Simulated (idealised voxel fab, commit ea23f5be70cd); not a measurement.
The following is a process module called voxel capacitor over wiring.
Square cell edge 5 nm, section width 225 nm, ID cut.
When this document writes out a cross-section, it uses a grid of square cells and lists it as bands, beginning at the top and moving down, with a band standing for one or more rows of cells. Per band: top height and bottom height in nm, followed by the left-to-right materials and their widths in nm; "throughout" marks a single material spanning edge to edge, "blank" marks empty space. Zero point of the height axis is 0; under it, received wafer = one material. Lowest band: continues down indefinitely, "z 0 and below". Quick explanation for "30..40": the width changes in equal steps down the rows of cells, from the first number in the band's top row to the second number in its bottom row. You'll sometimes find "remains unaltered" written for a step, and that's the way of saying that nowhere in the cross-section did a cell change during that step. In "Listed closed voids" the enclosed voids are listed, meaning empty spaces of 8 cells or larger without any opening to the top. The form is width x height at distance, distance from the left edge, units nm. What comes after the settings on a step's line is commentary from the simulator itself on that step. On any step carrying a mask, the "overlay nm" setting, if present on the step's line, tells how far right of its planned place the mask lay; negative values point to the left.
The following list gives the planned process steps:
1 op RECEIVE | material Si
2 op CONFORMAL_DEP | material SiO2 | thk nm 10
3 op CONFORMAL_DEP | material SiCN | thk nm 5
4 op DIRECTIONAL_DEP | material SiO2 | thk nm 20
5 op PATTERN | tone open | mask id METAL_1 | material resist | width nm 30 | pitch nm 100 | thk nm 20 | overlay nm 0
6 op DIRECTIONAL_ETCH | etch materials SiO2 | depth nm 20
7 op DIRECTIONAL_ETCH | etch materials SiCN | depth nm 5
8 op STRIP | etch materials resist
9 op CONFORMAL_DEP | material TiN | thk nm 5
10 op FILL_DEP | material Cu | thk nm 10
11 op CMP | height nm 35
12 op EPI | material Ru | thk nm 5
13 op FILL_DEP | material SiCN | thk nm 5
14 op DIRECTIONAL_DEP | material lowk | thk nm 20
15 op PATTERN | tone open | mask id PLUG_1 | material resist | width nm 15 | thk nm 20 | overlay nm 0
16 op DIRECTIONAL_ETCH | etch materials lowk | depth nm 20
17 op DIRECTIONAL_ETCH | etch materials SiCN | depth nm 5
18 op STRIP | etch materials resist
19 op CONFORMAL_DEP | material TiN | thk nm 5
20 op FILL_DEP | material W | thk nm 10
21 op CMP | height nm 65
22 op DIRECTIONAL_DEP | material TiN | thk nm 10
23 op DIRECTIONAL_DEP | material Al2O3 | thk nm 5
24 op DIRECTIONAL_DEP | material TiN | thk nm 5
25 op MASKED_ETCH | tone cover | mask id UPPER_PLATE | width nm 75 | etch materials TiN | depth nm 5 | overlay nm 0
26 op MASKED_ETCH | tone cover | mask id UPPER_PLATE | width nm 75 | etch materials Al2O3 | depth nm 5 | overlay nm 0
27 op PATTERN | tone cover | mask id LOWER_PLATE | material resist | width nm 85 | thk nm 15 | overlay nm 0
28 op DIRECTIONAL_ETCH | etch materials TiN | depth nm 10
29 op STRIP | etch materials resist
30 op FILL_DEP | material SiO2 | thk nm 20
31 op CMP | height nm 100
32 op PATTERN | tone open | mask id PLUG_2 | material resist | width nm 15 | thk nm 15 | overlay nm 0
33 op DIRECTIONAL_ETCH | etch materials SiO2 | depth nm 15
34 op STRIP | etch materials resist
35 op CONFORMAL_DEP | material TiN | thk nm 5
36 op FILL_DEP | material W | thk nm 10
37 op CMP | height nm 100
38 op CONFORMAL_DEP | material SiN | thk nm 5
As received, after step 1:
    z 0 and below | Si throughout
    Listed closed voids: none
As-planned run: cross-section of the first of two wafers at end of module:
    z 105 to 100 | SiN throughout
    z 100 to 90 | 70 SiO2, 5 TiN, 5 W, 5 TiN, 140 SiO2
    z 90 to 80 | 70..60 SiO2, 15..75 TiN, 140..90 SiO2
    z 80 to 75 | 60 SiO2, 75 Al2O3, 90 SiO2
    z 75 to 65 | 55 SiO2, 85 TiN, 85 SiO2
    z 65 to 45 | 60 lowk, 5 TiN, 5 W, 5 TiN, 150 lowk
    z 45 to 40 | 60 SiCN, 15 TiN, 150 SiCN
    z 40 to 35 | 40 SiCN, 40 Ru, 60 SiCN, 40 Ru, 45 SiCN
    z 35 to 15 | 45 SiO2, 5 TiN, 20 Cu, 5 TiN, 70 SiO2, 5 TiN, 20 Cu, 5 TiN, 50 SiO2
    z 15 to 10 | 45 SiCN, 30 TiN, 70 SiCN, 30 TiN, 50 SiCN
    z 10 to 0 | SiO2 throughout
    z 0 and below | Si throughout
    Listed closed voids: none
Cross-sectional view: second of two wafers, end of module; start and plan identical to the first, one mistake in running:
    z 120 to 115 | SiN throughout
    z 115 to 105 | W throughout
    z 105 to 100 | 75 TiN, 5 W, 145 TiN
    z 100 to 90 | 70 SiO2, 5 TiN, 5 W, 5 TiN, 140 SiO2
    z 90 to 80 | 70..60 SiO2, 15..75 TiN, 140..90 SiO2
    z 80 to 75 | 60 SiO2, 75 Al2O3, 90 SiO2
    z 75 to 65 | 55 SiO2, 85 TiN, 85 SiO2
    z 65 to 45 | 60 lowk, 5 TiN, 5 W, 5 TiN, 150 lowk
    z 45 to 40 | 60 SiCN, 15 TiN, 150 SiCN
    z 40 to 35 | 40 SiCN, 40 Ru, 60 SiCN, 40 Ru, 45 SiCN
    z 35 to 15 | 45 SiO2, 5 TiN, 20 Cu, 5 TiN, 70 SiO2, 5 TiN, 20 Cu, 5 TiN, 50 SiO2
    z 15 to 10 | 45 SiCN, 30 TiN, 70 SiCN, 30 TiN, 50 SiCN
    z 10 to 0 | SiO2 throughout
    z 0 and below | Si throughout
    Listed closed voids: none
Diagnosis: step 37 of the plan did not run at all; it was left out
at the end the second wafer has, in cells: 44 more of TiN | 91 more of W
